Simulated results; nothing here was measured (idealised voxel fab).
process module | voxel ribs on slabs
cross-section cut | 290 nm wide | cells 5 nm
A cross-section is a grid of square cells, given in bands from the top down. A band is one or more rows of cells.
Each band's line starts with the height of the band's top and of its bottom, in nm. Then come its materials from left to right, each with its width in nm. One material with "throughout" fills the band from edge to edge. "air" is empty space.
Height 0 is the level under which the wafer as received is all one material. The lowest band goes on downwards, as in "0 down".
A width such as "30 to 40" changes by the same amount from each row of cells to the next, from the band's top row to its bottom row.
"no change" after a step means that no cell of the cross-section changed.
closed voids: empty space of 8 cells or more with no open way to the top, each as width x height at its distance from the left edge, in nm
after a step's settings: what the simulator itself notes on the step
overlay nm, on a step with a mask: how far to the right of its planned place the mask lay; to the left if negative
plan
1 op RECEIVE | material Si
2 op DIRECTIONAL_DEP | material SiO2 | thk nm 25
3 op DIRECTIONAL_DEP | material SiN | thk nm 20
4 op PATTERN | tone cover | mask id RIB | material resist | width nm 30 | thk nm 15 | overlay nm 0
5 op DIRECTIONAL_ETCH | etch materials SiN | depth nm 10
6 op STRIP | etch materials resist
7 op DIRECTIONAL_DEP | material aC | thk nm 15
8 op PATTERN | tone cover | mask id SLAB | material resist | width nm 60 | thk nm 30 | overlay nm 0
9 op DIRECTIONAL_ETCH | etch materials aC | depth nm 15
10 op STRIP | etch materials resist
11 op DIRECTIONAL_ETCH | etch materials SiN | depth nm 10
12 op STRIP | etch materials aC
13 op FILL_DEP | material SiO2 | thk nm 25
14 op CMP | height nm 65
15 op DIRECTIONAL_DEP | material TiN | thk nm 5
16 op PATTERN | tone cover | mask id HEATER | material resist | width nm 40 | thk nm 15 | overlay nm -15
17 op DIRECTIONAL_ETCH | etch materials TiN | depth nm 5
18 op STRIP | etch materials resist
19 op CONFORMAL_DEP | material SiO2 | thk nm 5
varied across the wafers: overlay nm of step 16. The plan shows the first wafer's value. All wafers start alike
first wafer as received, after step 1
  0 down: Si throughout
  closed voids: none
each wafer at the end: cells of each material gained (+) or lost (-) since it was received, then its closed voids
overlay nm -15 | +36 SiN | +778 SiO2 | +8 TiN | closed voids: none
overlay nm -10 | +36 SiN | +778 SiO2 | +8 TiN | closed voids: none
overlay nm -5 | +36 SiN | +778 SiO2 | +8 TiN | closed voids: none
overlay nm 0 | +36 SiN | +778 SiO2 | +8 TiN | closed voids: none
overlay nm 5 | +36 SiN | +778 SiO2 | +8 TiN | closed voids: none
overlay nm 10 | +36 SiN | +778 SiO2 | +8 TiN | closed voids: none
overlay nm 15 | +36 SiN | +778 SiO2 | +8 TiN | closed voids: none
